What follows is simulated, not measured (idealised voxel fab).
Documented hereafter: the process module known as voxel self aligned contacts.
Each square cell in cross-section cut measures 5 nm, and the section as a whole is 270 nm wide.
Reading order for cross-sections: top band down to bottom band. Underlying form: a grid of square cells. Band size: one or more rows of cells. First you get the band's top height and its bottom height, in nm, and then the materials it's made of, left to right, with each width in nm. If you see a single material with "edge to edge", that one covers the band edge to edge. "air" is empty space. Ref level 0: as-received wafer is one material below here. Bottom band extends down with no lower bound ("0 nm and below"). So if you see something like "30 to 40" for the width, read it as the top row of the band sitting at the first number and the bottom row at the second, with every row in between moving by the same amount as the last. "remained the same" -> step changed no cross-section cell. In "Fully closed voids" the enclosed voids are listed, meaning empty spaces of 8 cells or larger without any opening to the top. The form is width x height at distance, distance from the left edge, units nm. Whatever follows a step's settings on its line is a remark the simulator itself makes about that step. overlay nm: on a step with a mask, how far right of its planned place the mask lay; negative means left.
The process steps that were planned are listed below:
step 1: RECEIVE [material Si]
step 2: OXIDIZE [depth nm 5]
step 3: DIRECTIONAL_DEP [material polySi] [thk nm 30]
step 4: DIRECTIONAL_DEP [material SiN] [thk nm 15]
step 5: MASKED_ETCH [tone cover] [mask id GATE] [width nm 25] [pitch nm 55] [etch materials SiN] [depth nm 15] [overlay nm 0]
step 6: MASKED_ETCH [tone cover] [mask id GATE] [width nm 15] [pitch nm 55] [etch materials polySi] [depth nm 30] [overlay nm 0]
step 7: CONFORMAL_DEP [material SiN] [thk nm 5]
step 8: DIRECTIONAL_ETCH [etch materials SiN] [depth nm 5]
step 9: FILL_DEP [material SiO2] [thk nm 10]
step 10: CMP [height nm 50]
step 11: MASKED_ETCH [tone open] [mask id CONTACT] [width nm 40] [pitch nm 55] [etch materials SiO2] [depth nm 55] [overlay nm 0]
step 12: CONFORMAL_DEP [material TiN] [thk nm 5]
step 13: FILL_DEP [material Ru] [thk nm 10]
step 14: CMP [height nm 50]
step 15: CONFORMAL_DEP [material SiCN] [thk nm 5]
Split variable: width nm, step 6. Plan value = first wafer. Wafers start alike.
This is how the first of several wafers looked in cross-section when it arrived, which is after step 1:
* 0 nm and below  Si edge to edge
* Fully closed voids: none
Cross-section of the first of several wafers, taken after step 15, where the module ends:
* 55 nm to 50 nm  SiCN edge to edge
* 50 nm to 45 nm  SiO2 85 nm / TiN 15 nm / Ru 10 nm / TiN 15 nm / SiO2 15 nm / TiN 15 nm / Ru 10 nm / TiN 15 nm / SiO2 90 nm
* 45 nm to 30 nm  SiO2 60 nm / SiN 35 nm / TiN 5 nm / Ru 10 nm / TiN 5 nm / SiN 35 nm / TiN 5 nm / Ru 10 nm / TiN 5 nm / SiN 35 nm / SiO2 65 nm
* 30 nm to 0 nm  SiO2 60 nm / SiN 5 nm / polySi 25 nm / SiN 5 nm / TiN 5 nm / Ru 10 nm / TiN 5 nm / SiN 5 nm / polySi 25 nm / SiN 5 nm / TiN 5 nm / Ru 10 nm / TiN 5 nm / SiN 5 nm / polySi 25 nm / SiN 5 nm / SiO2 65 nm
* 0 nm to -5 nm  SiO2 95 nm / TiN 20 nm / SiO2 35 nm / TiN 20 nm / SiO2 100 nm
* -5 nm and below  Si edge to edge
* Fully closed voids: none
Last wafer x-sec, end of module:
* 55 nm to 50 nm  SiCN edge to edge
* 50 nm to 45 nm  SiO2 85 nm / TiN 15 nm / Ru 10 nm / TiN 15 nm / SiO2 15 nm / TiN 15 nm / Ru 10 nm / TiN 15 nm / SiO2 90 nm
* 45 nm to 35 nm  SiO2 60 nm / SiN 35 nm / TiN 5 nm / Ru 10 nm / TiN 5 nm / SiN 35 nm / TiN 5 nm / Ru 10 nm / TiN 5 nm / SiN 35 nm / SiO2 65 nm
* 35 nm to 30 nm  SiO2 60 nm / SiN 35 nm / TiN 20 nm / SiN 35 nm / TiN 20 nm / SiN 35 nm / SiO2 65 nm
* 30 nm to 0 nm  SiO2 55 nm / SiN 5 nm / polySi 40 nm / SiN 5 nm / TiN 5 nm / SiN 5 nm / polySi 40 nm / SiN 5 nm / TiN 5 nm / SiN 5 nm / polySi 40 nm / SiN 5 nm / SiO2 55 nm
* 0 nm to -5 nm  SiO2 105 nm / TiN 5 nm / SiO2 50 nm / TiN 5 nm / SiO2 105 nm
* -5 nm and below  Si edge to edge
* Fully closed voids: none
Below is a per-wafer table. In it, each row describes the wafer at the end of the module by giving, for each material, the number of cells gained (+) or lost (-) since the wafer was received, and after that the closed voids of the wafer:
width nm 15; +40 Ru; -54 Si; +54 SiCN; +99 SiN; +309 SiO2; +56 TiN; +90 polySi; Fully closed voids: none
width nm 20; +40 Ru; -54 Si; +54 SiCN; +99 SiN; +309 SiO2; +56 TiN; +90 polySi; Fully closed voids: none
width nm 25; +40 Ru; -54 Si; +54 SiCN; +99 SiN; +309 SiO2; +56 TiN; +90 polySi; Fully closed voids: none
width nm 30; +26 Ru; -54 Si; +54 SiCN; +99 SiN; +305 SiO2; +56 TiN; +108 polySi; Fully closed voids: none
width nm 35; +12 Ru; -54 Si; +54 SiCN; +99 SiN; +301 SiO2; +56 TiN; +126 polySi; Fully closed voids: none
width nm 40; +12 Ru; -54 Si; +54 SiCN; +99 SiN; +297 SiO2; +42 TiN; +144 polySi; Fully closed voids: none
